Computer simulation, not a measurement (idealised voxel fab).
The name of this process module is voxel tone inversion.
Cross-section cut spans 265 nm and uses square cells 5 nm in size.
Format of a cross-section: grid, square cells. Given as bands. Order: top down. Band: one or more rows of cells. The entry gives the band's vertical extent as a top height and a bottom height in nm, then its horizontal make-up as materials from left to right, each with a width in nm. "empty" stands for empty space; a single material marked "all across" fills the band edge to edge. Height reference: 0 = level under which incoming wafer is all one material. Lowest band: no bottom, runs on downward, e.g. "0 down". When a width is written as two numbers, as in "30->40", the first number is the width in the top row of cells of the band and the second is the width in its bottom row, and the width changes by the same amount from each row to the next. Step note "nothing was modified" = no cross-section cell changed. "Trapped void list" means: voids of 8 cells or more that are shut off from the top with no open way through. Written width x height at distance, distance from the left edge, in nm. Post-settings text on a step line: simulator's own remark regarding the step. overlay nm, on a step with a mask: how far to the right of its planned place the mask lay; to the left if negative.
### Below is the list of planned process steps
1: RECEIVE | material Si
2: CONFORMAL_DEP | material SiN | thk nm 10
3: DIRECTIONAL_DEP | material polySi | thk nm 20
4: PATTERN | tone cover | mask id POSTS | material resist | width nm 15 | pitch nm 40 | thk nm 30 | overlay nm 0
5: DIRECTIONAL_ETCH | etch materials polySi | depth nm 20
6: STRIP | etch materials resist
7: FILL_DEP | material lowk | thk nm 10
8: CMP | height nm 30
9: STRIP | etch materials polySi
### Below: the first of two wafers, run as planned
### Wafer cross-section on receipt, i.e. after step 1
    0 down | Si all across
    Trapped void list: none
### Cross-section: wafer state after step 2
    10 to 0 | SiN all across
    below 0: unchanged
### Cross-section: wafer state after step 3
    30 to 10 | polySi all across
    below 10: unchanged
### Cross-section: wafer state after step 4
    60 to 30 | 65 empty; 15 resist; 25 empty; 15 resist; 25 empty; 15 resist; 25 empty; 15 resist; 65 empty
    below 30: unchanged
### Cross-section: wafer state after step 5
    60 to 30 | 65 empty; 15 resist; 25 empty; 15 resist; 25 empty; 15 resist; 25 empty; 15 resist; 65 empty
    30 to 10 | 65 empty; 15 polySi; 25 empty; 15 polySi; 25 empty; 15 polySi; 25 empty; 15 polySi; 65 empty
    below 10: unchanged
### Cross-section: wafer state after step 6
    30 to 10 | 65 empty; 15 polySi; 25 empty; 15 polySi; 25 empty; 15 polySi; 25 empty; 15 polySi; 65 empty
    below 10: unchanged
### Cross-section: wafer state after step 7
    40 to 30 | lowk all across
    30 to 10 | 65 lowk; 15 polySi; 25 lowk; 15 polySi; 25 lowk; 15 polySi; 25 lowk; 15 polySi; 65 lowk
    below 10: unchanged
### Cross-section: wafer state after step 8
    30 to 10 | 65 lowk; 15 polySi; 25 lowk; 15 polySi; 25 lowk; 15 polySi; 25 lowk; 15 polySi; 65 lowk
    below 10: unchanged
### Cross-section: wafer state after step 9
    30 to 10 | 65 lowk; 15 empty; 25 lowk; 15 empty; 25 lowk; 15 empty; 25 lowk; 15 empty; 65 lowk
    below 10: unchanged
### Now the other wafer: same start, same recipe, but we messed up one thing when running it. Up to and including step 1 it's the same as the first one
Planned end of step 2: second wafer, cross-section: nothing was modified
### Planned end of step 3: second wafer, cross-section
    20 to 0 | polySi all across
    below 0: unchanged
### Planned end of step 4: second wafer, cross-section
    50 to 20 | 65 empty; 15 resist; 25 empty; 15 resist; 25 empty; 15 resist; 25 empty; 15 resist; 65 empty
    below 20: unchanged
### Planned end of step 5: second wafer, cross-section
    50 to 20 | 65 empty; 15 resist; 25 empty; 15 resist; 25 empty; 15 resist; 25 empty; 15 resist; 65 empty
    20 to 0 | 65 empty; 15 polySi; 25 empty; 15 polySi; 25 empty; 15 polySi; 25 empty; 15 polySi; 65 empty
    below 0: unchanged
### Planned end of step 6: second wafer, cross-section
    20 to 0 | 65 empty; 15 polySi; 25 empty; 15 polySi; 25 empty; 15 polySi; 25 empty; 15 polySi; 65 empty
    below 0: unchanged
### Planned end of step 7: second wafer, cross-section
    30 to 20 | lowk all across
    20 to 0 | 65 lowk; 15 polySi; 25 lowk; 15 polySi; 25 lowk; 15 polySi; 25 lowk; 15 polySi; 65 lowk
    below 0: unchanged
Planned end of step 8: second wafer, cross-section: nothing was modified
Planned end of step 9: second wafer, cross-section: nothing was modified
Run error: step 2 of the plan: omitted, not performed
Counted in cells at the end, the second wafer holds more or fewer of these materials than the first: SiN: 106 fewer, lowk: 106 more, polySi: 48 more
